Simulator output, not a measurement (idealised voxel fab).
Module name: voxel double patterning (process module)
Displayed cross-section: cut, width of 180 nm, square cells sized 5 nm.
How to read a cross-section here: the picture is a grid of square cells, written as bands going from the top down, and any band can span one or more rows of cells. Top, bottom (nm), then materials left to right with widths (nm); lone material tagged "edge to edge" fills the whole band edge to edge; "air" = empty space. All heights in this document are referenced to 0, defined as the level beneath which the wafer, as received, consists entirely of one material. The lowest band is not bounded below; it extends indefinitely downward and is written in the form "0 and below". The two numbers in a width such as "30..40" mark its ends across the band: the first belongs to the top row of cells, the second to the bottom row, and from each row to the next the width moves by the same amount. Any step labelled "no modifications" changed none of the cells in the cross-section. Under "closed voids" you'll find the enclosed gaps, the ones with no way out to the top, that are 8 cells or bigger; each reads width x height at distance, with distance counted from the left edge, everything in nm. What comes after the settings on a step's line is commentary from the simulator itself on that step. overlay nm: for a step with a mask, the amount by which the mask lay right of where it was planned; a negative amount means left of it.

**So here's the lineup of process steps we planned**
1) RECEIVE with material Si
2) CONFORMAL_DEP with material SiO2, thk nm 5
3) DIRECTIONAL_DEP with material W, thk nm 20
4) DIRECTIONAL_DEP with material SiCN, thk nm 5
5) MASKED_ETCH with tone open, mask id FIRST, width nm 15, pitch nm 50, etch materials SiCN, depth nm 5, overlay nm 0
6) PATTERN with tone open, mask id SECOND, material resist, width nm 15, pitch nm 50, thk nm 15, overlay nm -15
7) DIRECTIONAL_ETCH with etch materials SiCN, depth nm 5
8) STRIP with etch materials resist
9) DIRECTIONAL_ETCH with etch materials W, depth nm 20
10) STRIP with etch materials SiCN
Among the wafers covered here, the point of difference is the overlay nm at step 6; their starting state is shared, and the plan presents the value of the first wafer.

**As received, i.e. after step 1: cross-section through the first of several wafers**
    0 and below | Si edge to edge
    closed voids: none

**Table: wafers, a row each; end-of-module cell change per material since receipt, gain (+), loss (-); then closed voids**
overlay nm -15 | +36 SiO2 | +92 W | closed voids: none
overlay nm -10 | +36 SiO2 | +84 W | closed voids: none
overlay nm -5 | +36 SiO2 | +84 W | closed voids: none
overlay nm 0 | +36 SiO2 | +84 W | closed voids: none
overlay nm 5 | +36 SiO2 | +84 W | closed voids: none
overlay nm 10 | +36 SiO2 | +84 W | closed voids: none
overlay nm 15 | +36 SiO2 | +92 W | closed voids: none
